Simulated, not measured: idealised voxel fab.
This section sets out a process module, namely voxel quadruple lines.
The cross-section on display is named cut; it measures 260 nm wide, and its cells are 5 nm squares.
Notation: cross-section as square-cell grid; stated in bands, top first, going down; one or more cell rows per band. For a band, the entry starts with two heights in nm, that of the top and then that of the bottom, and carries on with the band's materials in order from left to right, each alongside its width in nm; the word "all across" beside a single material means it fills the band edge to edge, and "air" means empty space. Height is counted from the level 0, under which the received wafer is composed throughout of one material. The lowest of the bands is not closed at the bottom but continues downward, in the notation "0 and below". When a width is written as two numbers, as in "30->40", the first number is the width in the top row of cells of the band and the second is the width in its bottom row, and the width changes by the same amount from each row to the next. Key: "no alteration" - step with no changed cell in the cross-section. This entry, "Unvented voids", enumerates those empty regions of no fewer than 8 cells that possess no open connection to the top. Each region is reported in the form width x height at distance, the distance being taken from the left edge, with all three quantities expressed in nm. Step line, after settings: the simulator's comment on this step. You can add "overlay nm" to a step's line. For a step with a mask, it describes how far the mask lay to the right of its planned position, and a negative number describes a lay to the left.
Plan
1,RECEIVE (material Si)
2,CONFORMAL_DEP (material SiO2; thk nm 10)
3,DIRECTIONAL_DEP (material Ru; thk nm 10)
4,DIRECTIONAL_DEP (material polySi; thk nm 20)
5,DIRECTIONAL_DEP (material aC; thk nm 20)
6,PATTERN (tone cover; mask id MANDREL; material resist; width nm 35; pitch nm 100; thk nm 30; overlay nm 0)
7,DIRECTIONAL_ETCH (etch materials aC; depth nm 20)
8,STRIP (etch materials resist)
9,CONFORMAL_DEP (material SiO2; thk nm 15)
10,DIRECTIONAL_ETCH (etch materials SiO2; depth nm 15)
11,STRIP (etch materials aC)
12,DIRECTIONAL_ETCH (etch materials polySi; depth nm 20)
13,STRIP (etch materials SiO2)
14,CONFORMAL_DEP (material SiCN; thk nm 10)
15,DIRECTIONAL_ETCH (etch materials SiCN; depth nm 10)
16,STRIP (etch materials polySi)
17,DIRECTIONAL_ETCH (etch materials Ru; depth nm 10)
18,STRIP (etch materials SiCN)
19,FILL_DEP (material lowk; thk nm 5)
20,CMP (height nm 20)
Cross-section of the wafer as it came to us, i.e., already through step 1
* 0 and below: Si all across
* Unvented voids: none
Look at the cross-section after the module: the wafer started out the way shown above and the plan was the one shown above, yet one mistake was made along the way
* 20 down to 10: polySi all across
* 10 down to 0: SiO2 all across
* 0 and below: Si all across
* Unvented voids: none
What was done differently from what was planned? swap of plan steps 3 and 4 during execution
